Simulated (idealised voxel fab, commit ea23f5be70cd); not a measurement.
Title: Process Module voxel trench capacitor
The cross-section on display is named cut; it measures 205 nm wide, and its cells are 5 nm squares.
For the purposes of this document, a cross-section shall be understood as a grid of square cells, specified as bands listed in top-to-bottom order, each band consisting of one or more rows of cells. The band entry comprises the height of the band's top followed by the height of its bottom, expressed in nm, and subsequently the band's materials from left to right, each stated together with its width in nm. Where a single material is marked with the word "throughout", that material fills the band from edge to edge. The word "empty" represents empty space. The level at which height equals 0 is the one under which the wafer, as it arrives, is entirely one material. No lower edge exists for the bottom band, which continues downward and is notated as in "0 nm and below". So if you see something like "30 to 40" for the width, read it as the top row of the band sitting at the first number and the bottom row at the second, with every row in between moving by the same amount as the last. It should be understood that the words "all unchanged", when stated for a given step, signify that the cross-section underwent no change in any of its cells during that step. The entry titled "Closed void roster" provides the empty spaces that have no open way to the top, restricted to those of 8 cells or more. Each is presented as width x height at distance, the distance being measured from the left edge, with all three in nm. If you see something after the settings on a step's line, that's the simulator's own remark about that step. "overlay nm" answers the question of how far to the right of plan the mask lay on a step that has a mask, and when it is negative the answer is to the left.

Steps in the process plan
1 RECEIVE, material Si
2 CONFORMAL_DEP, material SiN, thk nm 10
3 MASKED_ETCH, tone open, mask id TRENCH, width nm 25, pitch nm 45, etch materials SiN, depth nm 10, overlay nm 0
4 MASKED_ETCH, tone open, mask id TRENCH, width nm 25, pitch nm 45, etch materials Si, depth nm 25, overlay nm 0
5 CONFORMAL_DEP, material Al2O3, thk nm 5
6 FILL_DEP, material polySi, thk nm 5
7 CMP, height nm 10

This is the cross-section of the wafer as we received it, i.e. after step 1
  0 nm and below: Si throughout
  Closed void roster: none

Here's the wafer cut in cross-section after the module, started and planned just like above, except one thing was done wrong in the run
  10 nm to 0 nm: SiN: 60 | Al2O3: 5 to 10 | polySi: 15 to 10 | Al2O3: 5 | SiN: 20 | Al2O3: 5 to 10 | polySi: 15 to 10 | Al2O3: 5 | SiN: 75
  0 nm to -20 nm: Si: 65 | Al2O3: 5 | polySi: 10 | Al2O3: 5 | Si: 25 | Al2O3: 5 | polySi: 10 | Al2O3: 5 | Si: 75
  -20 nm to -25 nm: Si: 65 | Al2O3: 20 | Si: 25 | Al2O3: 20 | Si: 75
  -25 nm and below: Si throughout
  Closed void roster: none
What broke from the plan during processing? contrary to plan, step 3 was performed as MASKED_ETCH, tone open, mask id TRENCH, width nm 25, pitch nm 45, etch materials SiN, depth nm 10, overlay nm -5
